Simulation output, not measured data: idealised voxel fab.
process module | voxel self aligned contacts
cross-section cut | 230 nm wide | cells 5 nm
A cross-section is a grid of square cells, given in bands from the top down. A band is one or more rows of cells.
Each band's line starts with the height of the band's top and of its bottom, in nm. Then come its materials from left to right, each with its width in nm. One material with "throughout" fills the band from edge to edge. "air" is empty space.
Height 0 is the level under which the wafer as received is all one material. The lowest band goes on downwards, as in "0 down".
A width such as "30 to 40" changes by the same amount from each row of cells to the next, from the band's top row to its bottom row.
"no change" after a step means that no cell of the cross-section changed.
closed voids: empty space of 8 cells or more with no open way to the top, each as width x height at its distance from the left edge, in nm
after a step's settings: what the simulator itself notes on the step
overlay nm, on a step with a mask: how far to the right of its planned place the mask lay; to the left if negative
plan
1 op RECEIVE | material Si
2 op OXIDIZE | depth nm 5
3 op DIRECTIONAL_DEP | material polySi | thk nm 20
4 op DIRECTIONAL_DEP | material SiN | thk nm 25
5 op PATTERN | tone cover | mask id GATE | material resist | width nm 35 | pitch nm 70 | thk nm 15 | overlay nm -10
6 op DIRECTIONAL_ETCH | etch materials SiN | depth nm 25
7 op DIRECTIONAL_ETCH | etch materials polySi | depth nm 20
8 op STRIP | etch materials resist
9 op CONFORMAL_DEP | material SiN | thk nm 10
10 op DIRECTIONAL_ETCH | etch materials SiN | depth nm 10
11 op FILL_DEP | material SiO2 | thk nm 10
12 op CMP | height nm 50
13 op DIRECTIONAL_DEP | material aC | thk nm 15
14 op PATTERN | tone open | mask id CONTACT | material resist | width nm 55 | pitch nm 70 | thk nm 35 | overlay nm 0
15 op DIRECTIONAL_ETCH | etch materials aC | depth nm 15
16 op STRIP | etch materials resist
17 op DIRECTIONAL_ETCH | etch materials SiO2 | depth nm 55
18 op STRIP | etch materials aC
19 op CONFORMAL_DEP | material TiN | thk nm 5
20 op FILL_DEP | material W | thk nm 5
21 op CMP | height nm 50
22 op CONFORMAL_DEP | material SiN | thk nm 5
varied across the wafers: overlay nm of step 5. The plan shows the first wafer's value. All wafers start alike
first wafer as received, after step 1
  0 down: Si throughout
  closed voids: none
each wafer at the end: cells of each material gained (+) or lost (-) since it was received, then its closed voids
overlay nm -10 | -46 Si | +259 SiN | +127 SiO2 | +62 TiN | +20 W | +84 polySi | closed voids: none
overlay nm -5 | -46 Si | +259 SiN | +127 SiO2 | +62 TiN | +20 W | +84 polySi | closed voids: none
overlay nm 0 | -46 Si | +259 SiN | +127 SiO2 | +62 TiN | +20 W | +84 polySi | closed voids: none
overlay nm 5 | -46 Si | +259 SiN | +127 SiO2 | +62 TiN | +20 W | +84 polySi | closed voids: none
overlay nm 10 | -46 Si | +259 SiN | +127 SiO2 | +62 TiN | +20 W | +84 polySi | closed voids: none
overlay nm 15 | -46 Si | +259 SiN | +127 SiO2 | +62 TiN | +20 W | +84 polySi | closed voids: none
